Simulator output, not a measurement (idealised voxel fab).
The following is a process module called voxel self aligned vias.
cross-section cut | 190 nm wide | cells 5 nm
Cross-section layout: square cells on a grid; listed as bands, top to bottom; a band spans one or more cell rows.
The band entry comprises the height of the band's top followed by the height of its bottom, expressed in nm, and subsequently the band's materials from left to right, each stated together with its width in nm. Where a single material is marked with the word "throughout", that material fills the band from edge to edge. The word "air" represents empty space.
For the purposes of this specification, 0 denotes the height below which the wafer in its as-received condition is composed wholly of one material, and the lowermost band, lacking a lower limit, extends downward without end, as expressed in "0 and below".
Width "30..40": first value at the band's top row of cells, second value at its bottom row, equal change from row to row.
"remained unchanged" (step): cross-section cells unchanged, all of them.
Each empty space that has no open way to the top and spans at least 8 cells appears under "Closed cavity list" as width x height at distance, the distance counted from the left edge, all in nm.
On each step's line, the part that comes after the settings is the simulator's own comment on the step.
overlay nm: right-of-plan distance of the mask on a masked step; negative values mean left-of-plan.
## List of planned process steps
1 RECEIVE,material Si
2 CONFORMAL_DEP,material SiO2,thk nm 10
3 CONFORMAL_DEP,material SiCN,thk nm 5
4 DIRECTIONAL_DEP,material SiO2,thk nm 25
5 PATTERN,tone open,mask id LINES,material resist,width nm 25,pitch nm 70,thk nm 15,overlay nm 0
6 DIRECTIONAL_ETCH,etch materials SiO2,depth nm 25
7 STRIP,etch materials resist
8 CONFORMAL_DEP,material TiN,thk nm 5
9 FILL_DEP,material W,thk nm 10
10 CMP,height nm 40
11 SELECTIVE_ETCH,etch materials W Ru TiN,depth nm 5
12 FILL_DEP,material SiN,thk nm 5
13 CMP,height nm 40
14 DIRECTIONAL_DEP,material SiO2,thk nm 20
15 MASKED_ETCH,tone open,mask id VIAS,width nm 45,etch materials SiO2,depth nm 20,overlay nm 0
16 MASKED_ETCH,tone open,mask id VIAS,width nm 45,etch materials SiN,depth nm 5,overlay nm 0
17 CONFORMAL_DEP,material TiN,thk nm 5
18 FILL_DEP,material Ru,thk nm 5
19 CMP,height nm 60
20 CONFORMAL_DEP,material SiCN,thk nm 5
## Wafer cross-section on receipt, i.e. after step 1
  0 and below  Si throughout
  Closed cavity list: none
## First wafer of two, sectioned at end of module; run went per plan
  65 down to 60  SiCN throughout
  60 down to 45  SiO2: 35; TiN: 5; Ru: 35; TiN: 5; SiO2: 110
  45 down to 40  SiO2: 35; TiN: 15; Ru: 15; TiN: 15; SiO2: 110
  40 down to 35  SiO2: 45; TiN: 25; SiO2: 45; SiN: 25; SiO2: 50
  35 down to 20  SiO2: 45; TiN: 5; W: 15; TiN: 5; SiO2: 45; TiN: 5; W: 15; TiN: 5; SiO2: 50
  20 down to 15  SiO2: 45; TiN: 25; SiO2: 45; TiN: 25; SiO2: 50
  15 down to 10  SiCN throughout
  10 down to 0  SiO2 throughout
  0 and below  Si throughout
  Closed cavity list: none
## Cross-section of the latter of the two wafers at module completion. It had an identical start and an identical plan to the former; in running it, one mistake was made
  65 down to 60  SiCN throughout
  60 down to 40  SiO2: 35; TiN: 5; Ru: 35; TiN: 5; SiO2: 110
  40 down to 35  SiN: 35; TiN: 45; SiN: 110
  35 down to 15  SiO2: 45; TiN: 5; W: 15; TiN: 5; SiO2: 45; TiN: 5; W: 15; TiN: 5; SiO2: 50
  15 down to 10  SiO2: 45; TiN: 25; SiO2: 45; TiN: 25; SiO2: 50
  10 down to 0  SiO2 throughout
  0 and below  Si throughout
  Closed cavity list: none
Want to know what went wrong? no execution of plan step 3; skipped
At the finish, the second wafer shows more or fewer cells for some materials than the first does: 4 more of Ru, 38 fewer of SiCN, 24 more of SiN, 4 more of TiN, 6 more of W
